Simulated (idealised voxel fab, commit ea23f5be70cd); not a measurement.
Process module heading - voxel capacitor over wiring
Cross-section cut spans 150 nm and uses square cells 5 nm in size.
In what follows, cross-sections appear as grids of square cells, described through bands that run from the top down, where every band is one or more rows of cells. Band: top height; bottom height; in nm. Then, left to right: material with width in nm, for each material. "all across": a single material spanning edge to edge. "blank": empty space. Zero point of the height axis is 0; under it, received wafer = one material. Lowest band: continues down indefinitely, "top 0, no bottom". Think of "30->40" as a width that walks from the first number to the second as you go down the band, top row to bottom row, taking equal-sized steps from row to row. Where the words "nothing changed" appear for a step, the cross-section shows no cell changed by that step; every cell remained as before. Voids not open to the top, 8 cells minimum: see "Closed void listing". Written width x height at distance; distance is from the left edge; nm. Text after the settings on a step's line: the simulator's own remark on that step. overlay nm: on a step with a mask, how far right of its planned place the mask lay; negative means left.
Here's what the planned process steps look like:
- 1: RECEIVE, material Si
- 2: CONFORMAL_DEP, material SiO2, thk nm 15
- 3: CONFORMAL_DEP, material SiN, thk nm 5
- 4: DIRECTIONAL_DEP, material lowk, thk nm 25
- 5: PATTERN, tone open, mask id METAL_1, material resist, width nm 25, pitch nm 95, thk nm 20, overlay nm 0
- 6: DIRECTIONAL_ETCH, etch materials lowk, depth nm 25
- 7: DIRECTIONAL_ETCH, etch materials SiN, depth nm 5
- 8: STRIP, etch materials resist
- 9: CONFORMAL_DEP, material TiN, thk nm 5
- 10: FILL_DEP, material Cu, thk nm 10
- 11: CMP, height nm 45
- 12: CONFORMAL_DEP, material SiCN, thk nm 5
- 13: DIRECTIONAL_DEP, material lowk, thk nm 20
- 14: DIRECTIONAL_DEP, material aC, thk nm 15
- 15: PATTERN, tone open, mask id PLUG_1, material resist, width nm 15, thk nm 35, overlay nm 0
- 16: DIRECTIONAL_ETCH, etch materials aC, depth nm 15
- 17: STRIP, etch materials resist
- 18: DIRECTIONAL_ETCH, etch materials lowk, depth nm 20
- 19: DIRECTIONAL_ETCH, etch materials SiCN, depth nm 5
- 20: STRIP, etch materials aC
- 21: CONFORMAL_DEP, material TiN, thk nm 5
- 22: FILL_DEP, material Ru, thk nm 10
- 23: CMP, height nm 70
- 24: DIRECTIONAL_DEP, material TiN, thk nm 5
- 25: DIRECTIONAL_DEP, material Al2O3, thk nm 5
- 26: DIRECTIONAL_DEP, material TiN, thk nm 10
- 27: DIRECTIONAL_DEP, material aC, thk nm 10
- 28: PATTERN, tone cover, mask id UPPER_PLATE, material resist, width nm 75, thk nm 30, overlay nm 0
- 29: DIRECTIONAL_ETCH, etch materials aC, depth nm 10
- 30: STRIP, etch materials resist
- 31: DIRECTIONAL_ETCH, etch materials TiN, depth nm 10
- 32: DIRECTIONAL_ETCH, etch materials Al2O3, depth nm 5
- 33: STRIP, etch materials aC
- 34: MASKED_ETCH, tone cover, mask id LOWER_PLATE, width nm 85, etch materials TiN, depth nm 5, overlay nm 0
- 35: FILL_DEP, material SiO2, thk nm 20
- 36: CMP, height nm 105
- 37: DIRECTIONAL_DEP, material aC, thk nm 15
- 38: PATTERN, tone open, mask id PLUG_2, material resist, width nm 15, thk nm 30, overlay nm 0
- 39: DIRECTIONAL_ETCH, etch materials aC, depth nm 15
- 40: STRIP, etch materials resist
- 41: DIRECTIONAL_ETCH, etch materials SiO2, depth nm 15
- 42: STRIP, etch materials aC
- 43: CONFORMAL_DEP, material TiN, thk nm 5
- 44: FILL_DEP, material Cu, thk nm 10
- 45: CMP, height nm 105
- 46: CONFORMAL_DEP, material SiN, thk nm 5
First wafer out of two, processed as planned:
Here's what the wafer looked like in cross-section when it arrived - that's after step 1:
	top 0, no bottom = Si all across
	Closed void listing: none
The wafer in cross-section once step 2 is complete:
	top 15, bottom 0 = SiO2 all across
	Note: structure below 0 unchanged.
The wafer in cross-section once step 3 is complete:
	top 20, bottom 15 = SiN all across
	Note: structure below 15 unchanged.
The wafer in cross-section once step 4 is complete:
	top 45, bottom 20 = lowk all across
	Note: structure below 20 unchanged.
The wafer in cross-section once step 5 is complete:
	top 65, bottom 45 = resist 15, blank 25, resist 70, blank 25, resist 15
	Note: structure below 45 unchanged.
The wafer in cross-section once step 6 is complete:
	top 65, bottom 45 = resist 15, blank 25, resist 70, blank 25, resist 15
	top 45, bottom 20 = lowk 15, blank 25, lowk 70, blank 25, lowk 15
	Note: structure below 20 unchanged.
The wafer in cross-section once step 7 is complete:
	top 65, bottom 45 = resist 15, blank 25, resist 70, blank 25, resist 15
	top 45, bottom 20 = lowk 15, blank 25, lowk 70, blank 25, lowk 15
	top 20, bottom 15 = SiN 15, blank 25, SiN 70, blank 25, SiN 15
	Note: structure below 15 unchanged.
The wafer in cross-section once step 8 is complete:
	top 45, bottom 20 = lowk 15, blank 25, lowk 70, blank 25, lowk 15
	Note: structure below 20 unchanged.
The wafer in cross-section once step 9 is complete:
	top 50, bottom 45 = TiN 20, blank 15, TiN 80, blank 15, TiN 20
	top 45, bottom 20 = lowk 15, TiN 5, blank 15, TiN 5, lowk 70, TiN 5, blank 15, TiN 5, lowk 15
	top 20, bottom 15 = SiN 15, TiN 25, SiN 70, TiN 25, SiN 15
	Note: structure below 15 unchanged.
The wafer in cross-section once step 10 is complete:
	top 60, bottom 50 = Cu all across
	top 50, bottom 45 = TiN 20, Cu 15, TiN 80, Cu 15, TiN 20
	top 45, bottom 20 = lowk 15, TiN 5, Cu 15, TiN 5, lowk 70, TiN 5, Cu 15, TiN 5, lowk 15
	Note: structure below 20 unchanged.
The wafer in cross-section once step 11 is complete:
	top 45, bottom 20 = lowk 15, TiN 5, Cu 15, TiN 5, lowk 70, TiN 5, Cu 15, TiN 5, lowk 15
	Note: structure below 20 unchanged.
The wafer in cross-section once step 12 is complete:
	top 50, bottom 45 = SiCN all across
	Note: structure below 45 unchanged.
The wafer in cross-section once step 13 is complete:
	top 70, bottom 50 = lowk all across
	Note: structure below 50 unchanged.
The wafer in cross-section once step 14 is complete:
	top 85, bottom 70 = aC all across
	Note: structure below 70 unchanged.
The wafer in cross-section once step 15 is complete:
	top 120, bottom 85 = resist 25, blank 15, resist 110
	Note: structure below 85 unchanged.
The wafer in cross-section once step 16 is complete:
	top 105, bottom 85 = resist 25, blank 15, resist 110
	top 85, bottom 70 = aC 25, blank 15, aC 110
	Note: structure below 70 unchanged.
The wafer in cross-section once step 17 is complete:
	top 85, bottom 70 = aC 25, blank 15, aC 110
	Note: structure below 70 unchanged.
The wafer in cross-section once step 18 is complete:
	top 85, bottom 70 = aC 25, blank 15, aC 110
	top 70, bottom 50 = lowk 25, blank 15, lowk 110
	Note: structure below 50 unchanged.
The wafer in cross-section once step 19 is complete:
	top 85, bottom 70 = aC 25, blank 15, aC 110
	top 70, bottom 50 = lowk 25, blank 15, lowk 110
	top 50, bottom 45 = SiCN 25, blank 15, SiCN 110
	Note: structure below 45 unchanged.
The wafer in cross-section once step 20 is complete:
	top 70, bottom 50 = lowk 25, blank 15, lowk 110
	Note: structure below 50 unchanged.
The wafer in cross-section once step 21 is complete:
	top 75, bottom 70 = TiN 30, blank 5, TiN 115
	top 70, bottom 50 = lowk 25, TiN 5, blank 5, TiN 5, lowk 110
	top 50, bottom 45 = SiCN 25, TiN 15, SiCN 110
	Note: structure below 45 unchanged.
The wafer in cross-section once step 22 is complete:
	top 85, bottom 75 = Ru all across
	top 75, bottom 70 = TiN 30, Ru 5, TiN 115
	top 70, bottom 50 = lowk 25, TiN 5, Ru 5, TiN 5, lowk 110
	Note: structure below 50 unchanged.
The wafer in cross-section once step 23 is complete:
	top 70, bottom 50 = lowk 25, TiN 5, Ru 5, TiN 5, lowk 110
	Note: structure below 50 unchanged.
The wafer in cross-section once step 24 is complete:
	top 75, bottom 70 = TiN all across
	Note: structure below 70 unchanged.
The wafer in cross-section once step 25 is complete:
	top 80, bottom 75 = Al2O3 all across
	Note: structure below 75 unchanged.
The wafer in cross-section once step 26 is complete:
	top 90, bottom 80 = TiN all across
	Note: structure below 80 unchanged.
The wafer in cross-section once step 27 is complete:
	top 100, bottom 90 = aC all across
	Note: structure below 90 unchanged.
The wafer in cross-section once step 28 is complete:
	top 130, bottom 100 = blank 25, resist 75, blank 50
	Note: structure below 100 unchanged.
The wafer in cross-section once step 29 is complete:
	top 120, bottom 100 = blank 25, resist 75, blank 50
	top 100, bottom 90 = blank 25, aC 75, blank 50
	Note: structure below 90 unchanged.
The wafer in cross-section once step 30 is complete:
	top 100, bottom 90 = blank 25, aC 75, blank 50
	Note: structure below 90 unchanged.
The wafer in cross-section once step 31 is complete:
	top 100, bottom 90 = blank 25, aC 75, blank 50
	top 90, bottom 80 = blank 25, TiN 75, blank 50
	Note: structure below 80 unchanged.
The wafer in cross-section once step 32 is complete:
	top 100, bottom 90 = blank 25, aC 75, blank 50
	top 90, bottom 80 = blank 25, TiN 75, blank 50
	top 80, bottom 75 = blank 25, Al2O3 75, blank 50
	Note: structure below 75 unchanged.
The wafer in cross-section once step 33 is complete:
	top 90, bottom 80 = blank 25, TiN 75, blank 50
	Note: structure below 80 unchanged.
The wafer in cross-section once step 34 is complete:
	top 90, bottom 80 = blank 25, TiN 75, blank 50
	top 80, bottom 75 = blank 25, Al2O3 75, blank 50
	top 75, bottom 70 = blank 20, TiN 85, blank 45
	Note: structure below 70 unchanged.
The wafer in cross-section once step 35 is complete:
	top 110, bottom 90 = SiO2 all across
	top 90, bottom 80 = SiO2 25, TiN 75, SiO2 50
	top 80, bottom 75 = SiO2 25, Al2O3 75, SiO2 50
	top 75, bottom 70 = SiO2 20, TiN 85, SiO2 45
	Note: structure below 70 unchanged.
The wafer in cross-section once step 36 is complete:
	top 105, bottom 90 = SiO2 all across
	Note: structure below 90 unchanged.
The wafer in cross-section once step 37 is complete:
	top 120, bottom 105 = aC all across
	Note: structure below 105 unchanged.
The wafer in cross-section once step 38 is complete:
	top 150, bottom 120 = resist 35, blank 15, resist 100
	Note: structure below 120 unchanged.
The wafer in cross-section once step 39 is complete:
	top 135, bottom 120 = resist 35, blank 15, resist 100
	top 120, bottom 105 = aC 35, blank 15, aC 100
	Note: structure below 105 unchanged.
The wafer in cross-section once step 40 is complete:
	top 120, bottom 105 = aC 35, blank 15, aC 100
	Note: structure below 105 unchanged.
The wafer in cross-section once step 41 is complete:
	top 120, bottom 105 = aC 35, blank 15, aC 100
	top 105, bottom 90 = SiO2 35, blank 15, SiO2 100
	Note: structure below 90 unchanged.
The wafer in cross-section once step 42 is complete:
	top 105, bottom 90 = SiO2 35, blank 15, SiO2 100
	Note: structure below 90 unchanged.
The wafer in cross-section once step 43 is complete:
	top 110, bottom 105 = TiN 40, blank 5, TiN 105
	top 105, bottom 95 = SiO2 35, TiN 5, blank 5, TiN 5, SiO2 100
	top 95, bottom 90 = SiO2 35, TiN 15, SiO2 100
	Note: structure below 90 unchanged.
The wafer in cross-section once step 44 is complete:
	top 120, bottom 110 = Cu all across
	top 110, bottom 105 = TiN 40, Cu 5, TiN 105
	top 105, bottom 95 = SiO2 35, TiN 5, Cu 5, TiN 5, SiO2 100
	Note: structure below 95 unchanged.
The wafer in cross-section once step 45 is complete:
	top 105, bottom 95 = SiO2 35, TiN 5, Cu 5, TiN 5, SiO2 100
	Note: structure below 95 unchanged.
The wafer in cross-section once step 46 is complete:
	top 110, bottom 105 = SiN all across
	Note: structure below 105 unchanged.
Okay, second wafer. Nothing different at the start, nothing different in the plan, just one mistake somewhere in the running. As far as step 14, counting that step, it's the first wafer all over again:
Second wafer, section view, time point: scheduled end of step 15:
	top 120, bottom 85 = blank 25, resist 15, blank 110
	Note: structure below 85 unchanged.
Second wafer, section view, time point: scheduled end of step 16:
	top 105, bottom 85 = blank 25, resist 15, blank 110
	top 85, bottom 70 = blank 25, aC 15, blank 110
	Note: structure below 70 unchanged.
Second wafer, section view, time point: scheduled end of step 17:
	top 85, bottom 70 = blank 25, aC 15, blank 110
	Note: structure below 70 unchanged.
Second wafer, section view, time point: scheduled end of step 18:
	top 85, bottom 70 = blank 25, aC 15, blank 110
	top 70, bottom 50 = blank 25, lowk 15, blank 110
	Note: structure below 50 unchanged.
Second wafer, section view, time point: scheduled end of step 19:
	top 85, bottom 70 = blank 25, aC 15, blank 110
	top 70, bottom 50 = blank 25, lowk 15, blank 110
	top 50, bottom 45 = blank 25, SiCN 15, blank 110
	Note: structure below 45 unchanged.
Second wafer, section view, time point: scheduled end of step 20:
	top 70, bottom 50 = blank 25, lowk 15, blank 110
	Note: structure below 50 unchanged.
Second wafer, section view, time point: scheduled end of step 21:
	top 75, bottom 70 = blank 20, TiN 25, blank 105
	top 70, bottom 50 = blank 20, TiN 5, lowk 15, TiN 5, blank 105
	top 50, bottom 45 = TiN 25, SiCN 15, TiN 110
	Note: structure below 45 unchanged.
Second wafer, section view, time point: scheduled end of step 22:
	top 85, bottom 75 = Ru all across
	top 75, bottom 70 = Ru 20, TiN 25, Ru 105
	top 70, bottom 50 = Ru 20, TiN 5, lowk 15, TiN 5, Ru 105
	Note: structure below 50 unchanged.
Second wafer, section view, time point: scheduled end of step 23:
	top 70, bottom 50 = Ru 20, TiN 5, lowk 15, TiN 5, Ru 105
	Note: structure below 50 unchanged.
Second wafer, section view, time point: scheduled end of step 24:
	top 75, bottom 70 = TiN all across
	Note: structure below 70 unchanged.
Second wafer, section view, time point: scheduled end of step 25:
	top 80, bottom 75 = Al2O3 all across
	Note: structure below 75 unchanged.
Second wafer, section view, time point: scheduled end of step 26:
	top 90, bottom 80 = TiN all across
	Note: structure below 80 unchanged.
Second wafer, section view, time point: scheduled end of step 27:
	top 100, bottom 90 = aC all across
	Note: structure below 90 unchanged.
Second wafer, section view, time point: scheduled end of step 28:
	top 130, bottom 100 = blank 25, resist 75, blank 50
	Note: structure below 100 unchanged.
Second wafer, section view, time point: scheduled end of step 29:
	top 120, bottom 100 = blank 25, resist 75, blank 50
	top 100, bottom 90 = blank 25, aC 75, blank 50
	Note: structure below 90 unchanged.
Second wafer, section view, time point: scheduled end of step 30:
	top 100, bottom 90 = blank 25, aC 75, blank 50
	Note: structure below 90 unchanged.
Second wafer, section view, time point: scheduled end of step 31:
	top 100, bottom 90 = blank 25, aC 75, blank 50
	top 90, bottom 80 = blank 25, TiN 75, blank 50
	Note: structure below 80 unchanged.
Second wafer, section view, time point: scheduled end of step 32:
	top 100, bottom 90 = blank 25, aC 75, blank 50
	top 90, bottom 80 = blank 25, TiN 75, blank 50
	top 80, bottom 75 = blank 25, Al2O3 75, blank 50
	Note: structure below 75 unchanged.
Second wafer, section view, time point: scheduled end of step 33:
	top 90, bottom 80 = blank 25, TiN 75, blank 50
	Note: structure below 80 unchanged.
Second wafer, section view, time point: scheduled end of step 34:
	top 90, bottom 80 = blank 25, TiN 75, blank 50
	top 80, bottom 75 = blank 25, Al2O3 75, blank 50
	top 75, bottom 70 = blank 20, TiN 85, blank 45
	Note: structure below 70 unchanged.
Second wafer, section view, time point: scheduled end of step 35:
	top 110, bottom 90 = SiO2 all across
	top 90, bottom 80 = SiO2 25, TiN 75, SiO2 50
	top 80, bottom 75 = SiO2 25, Al2O3 75, SiO2 50
	top 75, bottom 70 = SiO2 20, TiN 85, SiO2 45
	Note: structure below 70 unchanged.
Second wafer, section view, time point: scheduled end of step 36:
	top 105, bottom 90 = SiO2 all across
	Note: structure below 90 unchanged.
Second wafer, section view, time point: scheduled end of step 37:
	top 120, bottom 105 = aC all across
	Note: structure below 105 unchanged.
Second wafer, section view, time point: scheduled end of step 38:
	top 150, bottom 120 = resist 35, blank 15, resist 100
	Note: structure below 120 unchanged.
Second wafer, section view, time point: scheduled end of step 39:
	top 135, bottom 120 = resist 35, blank 15, resist 100
	top 120, bottom 105 = aC 35, blank 15, aC 100
	Note: structure below 105 unchanged.
Second wafer, section view, time point: scheduled end of step 40:
	top 120, bottom 105 = aC 35, blank 15, aC 100
	Note: structure below 105 unchanged.
Second wafer, section view, time point: scheduled end of step 41:
	top 120, bottom 105 = aC 35, blank 15, aC 100
	top 105, bottom 90 = SiO2 35, blank 15, SiO2 100
	Note: structure below 90 unchanged.
Second wafer, section view, time point: scheduled end of step 42:
	top 105, bottom 90 = SiO2 35, blank 15, SiO2 100
	Note: structure below 90 unchanged.
Second wafer, section view, time point: scheduled end of step 43:
	top 110, bottom 105 = TiN 40, blank 5, TiN 105
	top 105, bottom 95 = SiO2 35, TiN 5, blank 5, TiN 5, SiO2 100
	top 95, bottom 90 = SiO2 35, TiN 15, SiO2 100
	Note: structure below 90 unchanged.
Second wafer, section view, time point: scheduled end of step 44:
	top 120, bottom 110 = Cu all across
	top 110, bottom 105 = TiN 40, Cu 5, TiN 105
	top 105, bottom 95 = SiO2 35, TiN 5, Cu 5, TiN 5, SiO2 100
	Note: structure below 95 unchanged.
Second wafer, section view, time point: scheduled end of step 45:
	top 105, bottom 95 = SiO2 35, TiN 5, Cu 5, TiN 5, SiO2 100
	Note: structure below 95 unchanged.
Second wafer, section view, time point: scheduled end of step 46:
	top 110, bottom 105 = SiN all across
	Note: structure below 105 unchanged.
Run error: the process deviated at step 15: the operation and settings actually run there were PATTERN, tone cover, mask id PLUG_1, material resist, width nm 15, thk nm 35, overlay nm 0
Cell-count delta at end, second wafer over first, by material: 96 more of Ru | 24 fewer of SiCN | 24 more of TiN | 96 fewer of lowk
